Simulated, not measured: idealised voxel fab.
This section sets out a process module, namely voxel plated lines.
Cross-section cut spans 175 nm and uses square cells 5 nm in size.
Cross-section format: a grid of square cells, given as bands from top to bottom; each band is one or more rows of cells.
Heights first: top, then bottom, in nm. Then materials, left to right, each with a width in nm. "everywhere" on a single material: fills the band edge to edge. "air": empty space.
Heights are expressed relative to 0, this being the level below which the as-received wafer comprises one material exclusively. The lowest band is unbounded in the downward direction and is denoted as in "from 0 down".
Think of "30->40" as a width that walks from the first number to the second as you go down the band, top row to bottom row, taking equal-sized steps from row to row.
It should be understood that the words "no modification", when stated for a given step, signify that the cross-section underwent no change in any of its cells during that step.
Listed in "Listed closed voids": every empty space of 8 or more cells without an open way to the top. Form: width x height at distance, the distance being from the left edge, all in nm.
On each step's line, the part that comes after the settings is the simulator's own comment on the step.
What "overlay nm" on a step's line means: if the step has a mask, that mask lay this far to the right of its planned place, or, when the value is negative, to the left.
Steps planned for the process:
- 1: RECEIVE [material Si]
- 2: CONFORMAL_DEP [material SiO2] [thk nm 5]
- 3: DIRECTIONAL_DEP [material TiN] [thk nm 5]
- 4: PATTERN [tone open] [mask id LINES] [material resist] [width nm 20] [pitch nm 40] [thk nm 40] [overlay nm 0]
- 5: EPI [material Ru] [thk nm 5]
- 6: EPI [material Ru] [thk nm 5]
- 7: EPI [material Ru] [thk nm 10]
- 8: STRIP [etch materials resist]
- 9: DIRECTIONAL_ETCH [etch materials TiN] [depth nm 5]
- 10: CONFORMAL_DEP [material SiN] [thk nm 10]
Account of the first of two wafers, which was processed as intended:
As-received wafer cross-section (after step 1):
    from 0 down  Si everywhere
    Listed closed voids: none
Upon completion of step 2, the wafer appears in cross-section as shown:
    from 5 to 0  SiO2 everywhere
    Under 0: no change, same as before.
Upon completion of step 3, the wafer appears in cross-section as shown:
    from 10 to 5  TiN everywhere
    Under 5: no change, same as before.
Upon completion of step 4, the wafer appears in cross-section as shown:
    from 50 to 10  resist=35, air=20, resist=20, air=20, resist=20, air=20, resist=40
    Under 10: no change, same as before.
Upon completion of step 5, the wafer appears in cross-section as shown:
    from 50 to 15  resist=35, air=20, resist=20, air=20, resist=20, air=20, resist=40
    from 15 to 10  resist=35, Ru=20, resist=20, Ru=20, resist=20, Ru=20, resist=40
    Under 10: no change, same as before.
Upon completion of step 6, the wafer appears in cross-section as shown:
    from 50 to 20  resist=35, air=20, resist=20, air=20, resist=20, air=20, resist=40
    from 20 to 10  resist=35, Ru=20, resist=20, Ru=20, resist=20, Ru=20, resist=40
    Under 10: no change, same as before.
Upon completion of step 7, the wafer appears in cross-section as shown:
    from 50 to 30  resist=35, air=20, resist=20, air=20, resist=20, air=20, resist=40
    from 30 to 10  resist=35, Ru=20, resist=20, Ru=20, resist=20, Ru=20, resist=40
    Under 10: no change, same as before.
Upon completion of step 8, the wafer appears in cross-section as shown:
    from 30 to 10  air=35, Ru=20, air=20, Ru=20, air=20, Ru=20, air=40
    Under 10: no change, same as before.
Upon completion of step 9, the wafer appears in cross-section as shown:
    from 30 to 10  air=35, Ru=20, air=20, Ru=20, air=20, Ru=20, air=40
    from 10 to 5  air=35, TiN=20, air=20, TiN=20, air=20, TiN=20, air=40
    Under 5: no change, same as before.
Upon completion of step 10, the wafer appears in cross-section as shown:
    from 40 to 30  air=25, SiN=120, air=30
    from 30 to 15  air=25, SiN=10, Ru=20, SiN=20, Ru=20, SiN=20, Ru=20, SiN=10, air=30
    from 15 to 10  SiN=35, Ru=20, SiN=20, Ru=20, SiN=20, Ru=20, SiN=40
    from 10 to 5  SiN=35, TiN=20, SiN=20, TiN=20, SiN=20, TiN=20, SiN=40
    Under 5: no change, same as before.
The Second Wafer: Common Origin and Plan, One Mistake in Execution, Identical to the First Through Step 3:
Cross-sectional representation of the second wafer at the time designated in the plan for the completion of step 4:
    from 50 to 10  air=35, resist=20, air=20, resist=20, air=20, resist=20, air=40
    Under 10: no change, same as before.
Cross-sectional representation of the second wafer at the time designated in the plan for the completion of step 5:
    from 50 to 15  air=35, resist=20, air=20, resist=20, air=20, resist=20, air=40
    from 15 to 10  Ru=35, resist=20, Ru=20, resist=20, Ru=20, resist=20, Ru=40
    Under 10: no change, same as before.
Cross-sectional representation of the second wafer at the time designated in the plan for the completion of step 6:
    from 50 to 20  air=35, resist=20, air=20, resist=20, air=20, resist=20, air=40
    from 20 to 10  Ru=35, resist=20, Ru=20, resist=20, Ru=20, resist=20, Ru=40
    Under 10: no change, same as before.
Cross-sectional representation of the second wafer at the time designated in the plan for the completion of step 7:
    from 50 to 30  air=35, resist=20, air=20, resist=20, air=20, resist=20, air=40
    from 30 to 10  Ru=35, resist=20, Ru=20, resist=20, Ru=20, resist=20, Ru=40
    Under 10: no change, same as before.
Cross-sectional representation of the second wafer at the time designated in the plan for the completion of step 8:
    from 30 to 10  Ru=35, air=20, Ru=20, air=20, Ru=20, air=20, Ru=40
    Under 10: no change, same as before.
Cross-sectional representation of the second wafer at the time designated in the plan for the completion of step 9:
    from 30 to 10  Ru=35, air=20, Ru=20, air=20, Ru=20, air=20, Ru=40
    from 10 to 5  TiN=35, air=20, TiN=20, air=20, TiN=20, air=20, TiN=40
    Under 5: no change, same as before.
Cross-sectional representation of the second wafer at the time designated in the plan for the completion of step 10:
    from 40 to 30  SiN everywhere
    from 30 to 10  Ru=35, SiN=20, Ru=20, SiN=20, Ru=20, SiN=20, Ru=40
    from 10 to 5  TiN=35, SiN=20, TiN=20, SiN=20, TiN=20, SiN=20, TiN=40
    Under 5: no change, same as before.
The mistake made against the process plan was this: step 4 ran as: PATTERN [tone cover] [mask id LINES] [material resist] [width nm 20] [pitch nm 40] [thk nm 40] [overlay nm 0]
Once processing is complete, comparing cell counts shows that the second wafer has more or fewer of certain materials than the first: 44 more of Ru, 11 more of TiN
